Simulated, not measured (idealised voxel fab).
process module | voxel gate over fins
It is cross-section cut that appears here, measuring 250 nm in width, its square cells being 5 nm in size.
A cross-section is a grid of square cells, given in bands from the top down. A band is one or more rows of cells. Read a band's entry like this: the first values are the height of its top and the height of its bottom in nm, and what follows is the sequence of materials from left to right, each with its width in nm. Note that "empty" is empty space, and that a single material marked "everywhere" reaches across the band from edge to edge. Measure heights from 0. That's the level where, below it, the as-received wafer is all one material. The lowest band is bottomless and extends downward; write it as in "z 0 and below". Width "30 to 40": first value at the band's top row of cells, second value at its bottom row, equal change from row to row. You'll sometimes find "no change occurred" written for a step, and that's the way of saying that nowhere in the cross-section did a cell change during that step. "Enclosed cavity list" lists enclosed empty spaces (at least 8 cells, no open path upward to the top), each as width x height at distance from the left edge, in nm. Anything after a step's settings on that line? It's the simulator's own note about the step. overlay nm, on a step with a mask: how far to the right of its planned place the mask lay; to the left if negative.

List of planned process steps:
1,RECEIVE (material Si)
2,CONFORMAL_DEP (material SiN; thk nm 5)
3,PATTERN (tone cover; mask id FINS; material resist; width nm 15; pitch nm 35; thk nm 20; overlay nm 0)
4,DIRECTIONAL_ETCH (etch materials SiN; depth nm 5)
5,DIRECTIONAL_ETCH (etch materials Si; depth nm 30)
6,STRIP (etch materials resist)
7,FILL_DEP (material SiO2; thk nm 10)
8,CMP (height nm 5)
9,SELECTIVE_ETCH (etch materials SiO2; depth nm 15)
10,STRIP (etch materials SiN)
11,CONFORMAL_DEP (material HfO2; thk nm 5)
12,CONFORMAL_DEP (material TiN; thk nm 5)
13,FILL_DEP (material W; thk nm 15)
14,CMP (height nm 20)
15,CONFORMAL_DEP (material SiN; thk nm 5)

So this is the incoming wafer in cross-section - it's already been through step 1:
- z 0 and below: Si everywhere
- Enclosed cavity list: none

Run as planned - first of the two wafers cross-sectioned at the end of the module:
- z 25 to 20: SiN everywhere
- z 20 to 10: W everywhere
- z 10 to 5: W 70 nm | TiN 105 nm | W 75 nm
- z 5 to 0: W 70 nm | TiN 5 nm | HfO2 25 nm | TiN 10 nm | HfO2 25 nm | TiN 10 nm | HfO2 25 nm | TiN 5 nm | W 75 nm
- z 0 to -5: TiN 75 nm | HfO2 5 nm | Si 15 nm | HfO2 5 nm | TiN 10 nm | HfO2 5 nm | Si 15 nm | HfO2 5 nm | TiN 10 nm | HfO2 5 nm | Si 15 nm | HfO2 5 nm | TiN 80 nm
- z -5 to -10: HfO2 80 nm | Si 15 nm | HfO2 20 nm | Si 15 nm | HfO2 20 nm | Si 15 nm | HfO2 85 nm
- z -10 to -30: SiO2 80 nm | Si 15 nm | SiO2 20 nm | Si 15 nm | SiO2 20 nm | Si 15 nm | SiO2 85 nm
- z -30 and below: Si everywhere
- Enclosed cavity list: none

Wafer two, end of module, cross-section. Same start, same plan as wafer one. One mistake in the run:
- z 25 to 20: SiN everywhere
- z 20 to 10: W everywhere
- z 10 to 5: W 70 nm | TiN 105 nm | W 75 nm
- z 5 to 0: W 70 nm | TiN 5 nm | HfO2 25 nm | TiN 10 nm | HfO2 25 nm | TiN 10 nm | HfO2 25 nm | TiN 5 nm | W 75 nm
- z 0 to -5: TiN 75 nm | HfO2 5 nm | Si 15 nm | HfO2 5 nm | TiN 10 nm | HfO2 5 nm | Si 15 nm | HfO2 5 nm | TiN 10 nm | HfO2 5 nm | Si 15 nm | HfO2 5 nm | TiN 80 nm
- z -5 to -10: HfO2 80 nm | Si 15 nm | HfO2 20 nm | Si 15 nm | HfO2 20 nm | Si 15 nm | HfO2 85 nm
- z -10 to -60: SiO2 80 nm | Si 15 nm | SiO2 20 nm | Si 15 nm | SiO2 20 nm | Si 15 nm | SiO2 85 nm
- z -60 and below: Si everywhere
- Enclosed cavity list: none
Here's what went sideways: regarding the plan, step 5 was run twice
End of process, cell counts, second wafer against first, materials with more or fewer: Si -246, SiO2 +246
